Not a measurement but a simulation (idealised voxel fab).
The name of this process module is voxel air gaps.
The width of the displayed cross-section, cut, is 215 nm; its cells are square, with a size of 5 nm.
Cross-section format: a grid of square cells, given as bands from top to bottom; each band is one or more rows of cells. This entry defines a band. It first specifies the height of the band's top and the height of its bottom in nm, and then specifies the band's materials from left to right, stating each material with its width in nm. The word "all across" identifies a single material that fills the band from edge to edge, while the word "air" identifies empty space. Basically, 0 is our baseline, since under it the wafer straight out of the box is all one material. The bottom band has no lower end and keeps on going down, so it looks like "0..down". It should be noted that a width expressed as "30 to 40" varies in equal increments from row to row of cells within the band, taking the value of the first number at the top row and that of the second number at the bottom row. Where a step carries "nothing was modified", the cross-section came out of it unchanged, cell for cell. Reported under the label "Enclosed cavity list" are the empty spaces having no open way to the top and comprising 8 cells or more; the notation for each is width x height at distance, in which the distance is measured from the left edge and all three values are in nm. Post-settings text on a step line: simulator's own remark regarding the step. Steps that use a mask can have "overlay nm" on their line. It says how far the mask sat to the right of where it was meant to be. Negative means to the left.
-- Process steps (planned)
1) RECEIVE: material Si
2) CONFORMAL_DEP: material SiO2, thk nm 15
3) CONFORMAL_DEP: material SiCN, thk nm 5
4) DIRECTIONAL_DEP: material SiO2, thk nm 35
5) DIRECTIONAL_DEP: material aC, thk nm 15
6) PATTERN: tone open, mask id LINES, material resist, width nm 25, pitch nm 50, thk nm 30, overlay nm 0
7) DIRECTIONAL_ETCH: etch materials aC, depth nm 15
8) STRIP: etch materials resist
9) DIRECTIONAL_ETCH: etch materials SiO2, depth nm 35
10) STRIP: etch materials aC
11) CONFORMAL_DEP: material TiN, thk nm 5
12) FILL_DEP: material W, thk nm 5
13) CMP: height nm 55
14) EPI: material Ru, thk nm 10
15) SELECTIVE_ETCH: etch materials SiO2, depth nm 45
16) CONFORMAL_DEP: material SiCN, thk nm 5
-- First wafer out of two, processed as planned
-- Wafer as received: cross-section following step 1
- 0..down = Si all across
- Enclosed cavity list: none
-- Step 2 done - wafer cross-section
- 15..0 = SiO2 all across
- Beneath the level 0, the cross-section is identical to its previous state.
-- Step 3 done - wafer cross-section
- 20..15 = SiCN all across
- Beneath the level 15, the cross-section is identical to its previous state.
-- Step 4 done - wafer cross-section
- 55..20 = SiO2 all across
- Beneath the level 20, the cross-section is identical to its previous state.
-- Step 5 done - wafer cross-section
- 70..55 = aC all across
- Beneath the level 55, the cross-section is identical to its previous state.
-- Step 6 done - wafer cross-section
- 100..70 = 45 of resist; 25 of air; 25 of resist; 25 of air; 25 of resist; 25 of air; 45 of resist
- Beneath the level 70, the cross-section is identical to its previous state.
-- Step 7 done - wafer cross-section
- 85..70 = 45 of resist; 25 of air; 25 of resist; 25 of air; 25 of resist; 25 of air; 45 of resist
- 70..55 = 45 of aC; 25 of air; 25 of aC; 25 of air; 25 of aC; 25 of air; 45 of aC
- Beneath the level 55, the cross-section is identical to its previous state.
-- Step 8 done - wafer cross-section
- 70..55 = 45 of aC; 25 of air; 25 of aC; 25 of air; 25 of aC; 25 of air; 45 of aC
- Beneath the level 55, the cross-section is identical to its previous state.
-- Step 9 done - wafer cross-section
- 70..55 = 45 of aC; 25 of air; 25 of aC; 25 of air; 25 of aC; 25 of air; 45 of aC
- 55..20 = 45 of SiO2; 25 of air; 25 of SiO2; 25 of air; 25 of SiO2; 25 of air; 45 of SiO2
- Beneath the level 20, the cross-section is identical to its previous state.
-- Step 10 done - wafer cross-section
- 55..20 = 45 of SiO2; 25 of air; 25 of SiO2; 25 of air; 25 of SiO2; 25 of air; 45 of SiO2
- Beneath the level 20, the cross-section is identical to its previous state.
-- Step 11 done - wafer cross-section
- 60..55 = 50 of TiN; 15 of air; 35 of TiN; 15 of air; 35 of TiN; 15 of air; 50 of TiN
- 55..25 = 45 of SiO2; 5 of TiN; 15 of air; 5 of TiN; 25 of SiO2; 5 of TiN; 15 of air; 5 of TiN; 25 of SiO2; 5 of TiN; 15 of air; 5 of TiN; 45 of SiO2
- 25..20 = 45 of SiO2; 25 of TiN; 25 of SiO2; 25 of TiN; 25 of SiO2; 25 of TiN; 45 of SiO2
- Beneath the level 20, the cross-section is identical to its previous state.
-- Step 12 done - wafer cross-section
- 65..60 = W all across
- 60..55 = 50 of TiN; 15 of W; 35 of TiN; 15 of W; 35 of TiN; 15 of W; 50 of TiN
- 55..25 = 45 of SiO2; 5 of TiN; 15 of W; 5 of TiN; 25 of SiO2; 5 of TiN; 15 of W; 5 of TiN; 25 of SiO2; 5 of TiN; 15 of W; 5 of TiN; 45 of SiO2
- Beneath the level 25, the cross-section is identical to its previous state.
-- Step 13 done - wafer cross-section
- 55..25 = 45 of SiO2; 5 of TiN; 15 of W; 5 of TiN; 25 of SiO2; 5 of TiN; 15 of W; 5 of TiN; 25 of SiO2; 5 of TiN; 15 of W; 5 of TiN; 45 of SiO2
- Beneath the level 25, the cross-section is identical to its previous state.
-- Step 14 done - wafer cross-section
- 65..55 = 35 of air; 45 of Ru; 5 of air; 45 of Ru; 5 of air; 45 of Ru; 35 of air
- Beneath the level 55, the cross-section is identical to its previous state.
-- Step 15 done - wafer cross-section
- 65..55 = 35 of air; 45 of Ru; 5 of air; 45 of Ru; 5 of air; 45 of Ru; 35 of air
- 55..25 = 45 of air; 5 of TiN; 15 of W; 5 of TiN; 25 of air; 5 of TiN; 15 of W; 5 of TiN; 25 of air; 5 of TiN; 15 of W; 5 of TiN; 45 of air
- 25..20 = 45 of air; 25 of TiN; 25 of air; 25 of TiN; 25 of air; 25 of TiN; 45 of air
- Beneath the level 20, the cross-section is identical to its previous state.
-- Step 16 done - wafer cross-section
- 70..65 = 30 of air; 155 of SiCN; 30 of air
- 65..55 = 30 of air; 5 of SiCN; 45 of Ru; 5 of SiCN; 45 of Ru; 5 of SiCN; 45 of Ru; 5 of SiCN; 30 of air
- 55..50 = 30 of air; 15 of SiCN; 5 of TiN; 15 of W; 5 of TiN; 25 of SiCN; 5 of TiN; 15 of W; 5 of TiN; 25 of SiCN; 5 of TiN; 15 of W; 5 of TiN; 15 of SiCN; 30 of air
- 50..25 = 40 of air; 5 of SiCN; 5 of TiN; 15 of W; 5 of TiN; 5 of SiCN; 15 of air; 5 of SiCN; 5 of TiN; 15 of W; 5 of TiN; 5 of SiCN; 15 of air; 5 of SiCN; 5 of TiN; 15 of W; 5 of TiN; 5 of SiCN; 40 of air
- 25..20 = 45 of SiCN; 25 of TiN; 25 of SiCN; 25 of TiN; 25 of SiCN; 25 of TiN; 45 of SiCN
- Beneath the level 20, the cross-section is identical to its previous state.
- Enclosed cavity list: 15 x 25 at 75; 15 x 25 at 125
-- Notes, second wafer: start = first wafer's, plan = first wafer's, execution had one mistake; history identical to first through step 2
-- Cross-section of the second wafer at the time by which step 3 should have been completed according to the plan
- 50..0 = SiO2 all across
- Beneath the level 0, the cross-section is identical to its previous state.
-- Cross-section of the second wafer at the time by which step 4 should have been completed according to the plan
- 55..50 = SiCN all across
- Beneath the level 50, the cross-section is identical to its previous state.
-- Cross-section of the second wafer at the time by which step 5 should have been completed according to the plan
- 70..55 = aC all across
- Beneath the level 55, the cross-section is identical to its previous state.
-- Cross-section of the second wafer at the time by which step 6 should have been completed according to the plan
- 100..70 = 45 of resist; 25 of air; 25 of resist; 25 of air; 25 of resist; 25 of air; 45 of resist
- Beneath the level 70, the cross-section is identical to its previous state.
-- Cross-section of the second wafer at the time by which step 7 should have been completed according to the plan
- 85..70 = 45 of resist; 25 of air; 25 of resist; 25 of air; 25 of resist; 25 of air; 45 of resist
- 70..55 = 45 of aC; 25 of air; 25 of aC; 25 of air; 25 of aC; 25 of air; 45 of aC
- Beneath the level 55, the cross-section is identical to its previous state.
-- Cross-section of the second wafer at the time by which step 8 should have been completed according to the plan
- 70..55 = 45 of aC; 25 of air; 25 of aC; 25 of air; 25 of aC; 25 of air; 45 of aC
- Beneath the level 55, the cross-section is identical to its previous state.
Cross-section of the second wafer at the time by which step 9 should have been completed according to the plan: nothing was modified
-- Cross-section of the second wafer at the time by which step 10 should have been completed according to the plan
- 55..50 = SiCN all across
- Beneath the level 50, the cross-section is identical to its previous state.
-- Cross-section of the second wafer at the time by which step 11 should have been completed according to the plan
- 60..55 = TiN all across
- Beneath the level 55, the cross-section is identical to its previous state.
-- Cross-section of the second wafer at the time by which step 12 should have been completed according to the plan
- 65..60 = W all across
- Beneath the level 60, the cross-section is identical to its previous state.
-- Cross-section of the second wafer at the time by which step 13 should have been completed according to the plan
- 55..50 = SiCN all across
- Beneath the level 50, the cross-section is identical to its previous state.
Cross-section of the second wafer at the time by which step 14 should have been completed according to the plan: nothing was modified
Cross-section of the second wafer at the time by which step 15 should have been completed according to the plan: nothing was modified
-- Cross-section of the second wafer at the time by which step 16 should have been completed according to the plan
- 60..50 = SiCN all across
- Beneath the level 50, the cross-section is identical to its previous state.
The plan and the run diverged here: steps 3 and 4 swapped
The closing comparison, in cells, has the second wafer with more or fewer of some materials than the first: Ru -54 | SiCN -70 | SiO2 +301 | TiN -51 | W -54
Heads up: the first wafer ends with 2 closed voids, the second with 0.
